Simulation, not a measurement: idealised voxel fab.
process module | voxel ribs on slabs
cross-section cut | 250 nm wide | cells 5 nm
A cross-section is a grid of square cells, given in bands from the top down. A band is one or more rows of cells.
Each band's line starts with the height of the band's top and of its bottom, in nm. Then come its materials from left to right, each with its width in nm. One material with "throughout" fills the band from edge to edge. "air" is empty space.
Height 0 is the level under which the wafer as received is all one material. The lowest band goes on downwards, as in "0 down".
A width such as "30 to 40" changes by the same amount from each row of cells to the next, from the band's top row to its bottom row.
"no change" after a step means that no cell of the cross-section changed.
closed voids: empty space of 8 cells or more with no open way to the top, each as width x height at its distance from the left edge, in nm
after a step's settings: what the simulator itself notes on the step
overlay nm, on a step with a mask: how far to the right of its planned place the mask lay; to the left if negative
plan
1 op RECEIVE | material Si
2 op DIRECTIONAL_DEP | material SiO2 | thk nm 20
3 op DIRECTIONAL_DEP | material polySi | thk nm 25
4 op MASKED_ETCH | tone cover | mask id RIB | width nm 20 | etch materials polySi | depth nm 10 | overlay nm 0
5 op PATTERN | tone cover | mask id SLAB | material resist | width nm 70 | thk nm 15 | overlay nm 0
6 op DIRECTIONAL_ETCH | etch materials polySi | depth nm 15
7 op STRIP | etch materials resist
8 op FILL_DEP | material SiO2 | thk nm 20
9 op CMP | height nm 55
10 op DIRECTIONAL_DEP | material W | thk nm 5
11 op DIRECTIONAL_DEP | material aC | thk nm 10
12 op PATTERN | tone cover | mask id HEATER | material resist | width nm 30 | thk nm 25 | overlay nm 0
13 op DIRECTIONAL_ETCH | etch materials aC | depth nm 10
14 op STRIP | etch materials resist
15 op DIRECTIONAL_ETCH | etch materials W | depth nm 5
16 op STRIP | etch materials aC
17 op CONFORMAL_DEP | material SiN | thk nm 5
first wafer, as planned
as received, after step 1
  0 down: Si throughout
  closed voids: none
after step 2
  20 to 0: SiO2 throughout
  below 0: unchanged
after step 3
  45 to 20: polySi throughout
  below 20: unchanged
after step 4
  45 to 35: air 115 | polySi 20 | air 115
  below 35: unchanged
after step 5
  60 to 45: air 90 | resist 70 | air 90
  45 to 35: air 90 | resist 25 | polySi 20 | resist 25 | air 90
  below 35: unchanged
after step 6
  60 to 45: air 90 | resist 70 | air 90
  45 to 35: air 90 | resist 25 | polySi 20 | resist 25 | air 90
  35 to 20: air 90 | polySi 70 | air 90
  below 20: unchanged
after step 7
  45 to 35: air 115 | polySi 20 | air 115
  below 35: unchanged
after step 8
  65 to 45: SiO2 throughout
  45 to 35: SiO2 115 | polySi 20 | SiO2 115
  35 to 20: SiO2 90 | polySi 70 | SiO2 90
  below 20: unchanged
after step 9
  55 to 45: SiO2 throughout
  below 45: unchanged
after step 10
  60 to 55: W throughout
  below 55: unchanged
after step 11
  70 to 60: aC throughout
  below 60: unchanged
after step 12
  95 to 70: air 110 | resist 30 | air 110
  below 70: unchanged
after step 13
  85 to 70: air 110 | resist 30 | air 110
  70 to 60: air 110 | aC 30 | air 110
  below 60: unchanged
after step 14
  70 to 60: air 110 | aC 30 | air 110
  below 60: unchanged
after step 15
  70 to 60: air 110 | aC 30 | air 110
  60 to 55: air 110 | W 30 | air 110
  below 55: unchanged
after step 16
  60 to 55: air 110 | W 30 | air 110
  below 55: unchanged
after step 17
  65 to 60: air 105 | SiN 40 | air 105
  60 to 55: SiN 110 | W 30 | SiN 110
  below 55: unchanged
second wafer: like start, like plan, one mistake. Through step 16 it matches the first wafer
when step 17 should have ended: no change
what went wrong: step 17 was left out
at the end the second wafer has, in cells: 52 fewer of SiN
